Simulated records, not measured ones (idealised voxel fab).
The following is a process module called voxel fin reveal.
We display cut, a cross-section 210 nm in width whose square cells are each 5 nm.
How to read a cross-section here: the picture is a grid of square cells, written as bands going from the top down, and any band can span one or more rows of cells. For a band, the entry starts with two heights in nm, that of the top and then that of the bottom, and carries on with the band's materials in order from left to right, each alongside its width in nm; the word "edge to edge" beside a single material means it fills the band edge to edge, and "empty" means empty space. For the purposes of this specification, 0 denotes the height below which the wafer in its as-received condition is composed wholly of one material, and the lowermost band, lacking a lower limit, extends downward without end, as expressed in "0 nm and below". The expression "30 to 40" gives the width at the extremes of the band, the first number at its top row of cells and the second at its bottom row, with the width changing by equal amounts from each row to the next in between. Key: "no change occurred" - step with no changed cell in the cross-section. In the "Sealed internal cavities" entry, you get each enclosed empty space of 8 cells or more, one with no open way to the top, written width x height at distance, distance from the left edge, in nm. after a step's settings: what the simulator itself notes on the step. "overlay nm" denotes, for a step that has a mask, the displacement of the mask to the right of its planned place, with negative values corresponding to the left.
## Planned step list for the process
- 1: op RECEIVE | material Si
- 2: op CONFORMAL_DEP | material SiN | thk nm 10
- 3: op DIRECTIONAL_DEP | material aC | thk nm 15
- 4: op PATTERN | tone cover | mask id FINS | material resist | width nm 15 | pitch nm 40 | thk nm 35 | overlay nm 0
- 5: op DIRECTIONAL_ETCH | etch materials aC | depth nm 15
- 6: op STRIP | etch materials resist
- 7: op DIRECTIONAL_ETCH | etch materials SiN | depth nm 10
- 8: op DIRECTIONAL_ETCH | etch materials Si | depth nm 35
- 9: op STRIP | etch materials aC
- 10: op FILL_DEP | material SiO2 | thk nm 5
- 11: op CMP | height nm 10
- 12: op SELECTIVE_ETCH | etch materials SiO2 | depth nm 30
- 13: op STRIP | etch materials SiN
- 14: op CONFORMAL_DEP | material SiO2 | thk nm 5
## Wafer, first of two, run as planned
## Cross-section of the wafer at receipt, which is the condition after step 1
  0 nm and below = Si edge to edge
  Sealed internal cavities: none
## Wafer section view after processing step 2
  10 nm to 0 nm = SiN edge to edge
  No changes below 0.
## Wafer section view after processing step 3
  25 nm to 10 nm = aC edge to edge
  No changes below 10.
## Wafer section view after processing step 4
  60 nm to 25 nm = 55 of empty, 15 of resist, 25 of empty, 15 of resist, 25 of empty, 15 of resist, 60 of empty
  No changes below 25.
## Wafer section view after processing step 5
  45 nm to 25 nm = 55 of empty, 15 of resist, 25 of empty, 15 of resist, 25 of empty, 15 of resist, 60 of empty
  25 nm to 10 nm = 55 of empty, 15 of aC, 25 of empty, 15 of aC, 25 of empty, 15 of aC, 60 of empty
  No changes below 10.
## Wafer section view after processing step 6
  25 nm to 10 nm = 55 of empty, 15 of aC, 25 of empty, 15 of aC, 25 of empty, 15 of aC, 60 of empty
  No changes below 10.
## Wafer section view after processing step 7
  25 nm to 10 nm = 55 of empty, 15 of aC, 25 of empty, 15 of aC, 25 of empty, 15 of aC, 60 of empty
  10 nm to 0 nm = 55 of empty, 15 of SiN, 25 of empty, 15 of SiN, 25 of empty, 15 of SiN, 60 of empty
  No changes below 0.
## Wafer section view after processing step 8
  25 nm to 10 nm = 55 of empty, 15 of aC, 25 of empty, 15 of aC, 25 of empty, 15 of aC, 60 of empty
  10 nm to 0 nm = 55 of empty, 15 of SiN, 25 of empty, 15 of SiN, 25 of empty, 15 of SiN, 60 of empty
  0 nm to -35 nm = 55 of empty, 15 of Si, 25 of empty, 15 of Si, 25 of empty, 15 of Si, 60 of empty
  No changes below -35.
## Wafer section view after processing step 9
  10 nm to 0 nm = 55 of empty, 15 of SiN, 25 of empty, 15 of SiN, 25 of empty, 15 of SiN, 60 of empty
  No changes below 0.
## Wafer section view after processing step 10
  15 nm to 10 nm = SiO2 edge to edge
  10 nm to 0 nm = 55 of SiO2, 15 of SiN, 25 of SiO2, 15 of SiN, 25 of SiO2, 15 of SiN, 60 of SiO2
  0 nm to -35 nm = 55 of SiO2, 15 of Si, 25 of SiO2, 15 of Si, 25 of SiO2, 15 of Si, 60 of SiO2
  No changes below -35.
## Wafer section view after processing step 11
  10 nm to 0 nm = 55 of SiO2, 15 of SiN, 25 of SiO2, 15 of SiN, 25 of SiO2, 15 of SiN, 60 of SiO2
  No changes below 0.
## Wafer section view after processing step 12
  10 nm to 0 nm = 55 of empty, 15 of SiN, 25 of empty, 15 of SiN, 25 of empty, 15 of SiN, 60 of empty
  0 nm to -20 nm = 55 of empty, 15 of Si, 25 of empty, 15 of Si, 25 of empty, 15 of Si, 60 of empty
  No changes below -20.
## Wafer section view after processing step 13
  0 nm to -20 nm = 55 of empty, 15 of Si, 25 of empty, 15 of Si, 25 of empty, 15 of Si, 60 of empty
  No changes below -20.
## Wafer section view after processing step 14
  5 nm to 0 nm = 50 of empty, 25 of SiO2, 15 of empty, 25 of SiO2, 15 of empty, 25 of SiO2, 55 of empty
  0 nm to -15 nm = 50 of empty, 5 of SiO2, 15 of Si, 5 of SiO2, 15 of empty, 5 of SiO2, 15 of Si, 5 of SiO2, 15 of empty, 5 of SiO2, 15 of Si, 5 of SiO2, 55 of empty
  -15 nm to -35 nm = 55 of SiO2, 15 of Si, 25 of SiO2, 15 of Si, 25 of SiO2, 15 of Si, 60 of SiO2
  No changes below -35.
## The remaining wafer, second of the two, started like the first and was run to the same plan, except that one mistake was made along the way; the two coincide through step 7, inclusive
## when step 8 should have ended
  25 nm to 10 nm = 55 of empty, 15 of aC, 25 of empty, 15 of aC, 25 of empty, 15 of aC, 60 of empty
  10 nm to 0 nm = 55 of empty, 15 of SiN, 25 of empty, 15 of SiN, 25 of empty, 15 of SiN, 60 of empty
  0 nm to -70 nm = 55 of empty, 15 of Si, 25 of empty, 15 of Si, 25 of empty, 15 of Si, 60 of empty
  No changes below -70.
## when step 9 should have ended
  10 nm to 0 nm = 55 of empty, 15 of SiN, 25 of empty, 15 of SiN, 25 of empty, 15 of SiN, 60 of empty
  No changes below 0.
## when step 10 should have ended
  15 nm to 10 nm = SiO2 edge to edge
  10 nm to 0 nm = 55 of SiO2, 15 of SiN, 25 of SiO2, 15 of SiN, 25 of SiO2, 15 of SiN, 60 of SiO2
  0 nm to -70 nm = 55 of SiO2, 15 of Si, 25 of SiO2, 15 of Si, 25 of SiO2, 15 of Si, 60 of SiO2
  No changes below -70.
## when step 11 should have ended
  10 nm to 0 nm = 55 of SiO2, 15 of SiN, 25 of SiO2, 15 of SiN, 25 of SiO2, 15 of SiN, 60 of SiO2
  No changes below 0.
## when step 12 should have ended
  10 nm to 0 nm = 55 of empty, 15 of SiN, 25 of empty, 15 of SiN, 25 of empty, 15 of SiN, 60 of empty
  0 nm to -20 nm = 55 of empty, 15 of Si, 25 of empty, 15 of Si, 25 of empty, 15 of Si, 60 of empty
  No changes below -20.
## when step 13 should have ended
  0 nm to -20 nm = 55 of empty, 15 of Si, 25 of empty, 15 of Si, 25 of empty, 15 of Si, 60 of empty
  No changes below -20.
## when step 14 should have ended
  5 nm to 0 nm = 50 of empty, 25 of SiO2, 15 of empty, 25 of SiO2, 15 of empty, 25 of SiO2, 55 of empty
  0 nm to -15 nm = 50 of empty, 5 of SiO2, 15 of Si, 5 of SiO2, 15 of empty, 5 of SiO2, 15 of Si, 5 of SiO2, 15 of empty, 5 of SiO2, 15 of Si, 5 of SiO2, 55 of empty
  -15 nm to -70 nm = 55 of SiO2, 15 of Si, 25 of SiO2, 15 of Si, 25 of SiO2, 15 of Si, 60 of SiO2
  No changes below -70.
Processing error: in the plan, step 8 was performed twice
It is noted that, at the conclusion of processing, the second wafer exhibits a higher or lower cell count for certain materials relative to the first: 231 fewer of Si, 231 more of SiO2
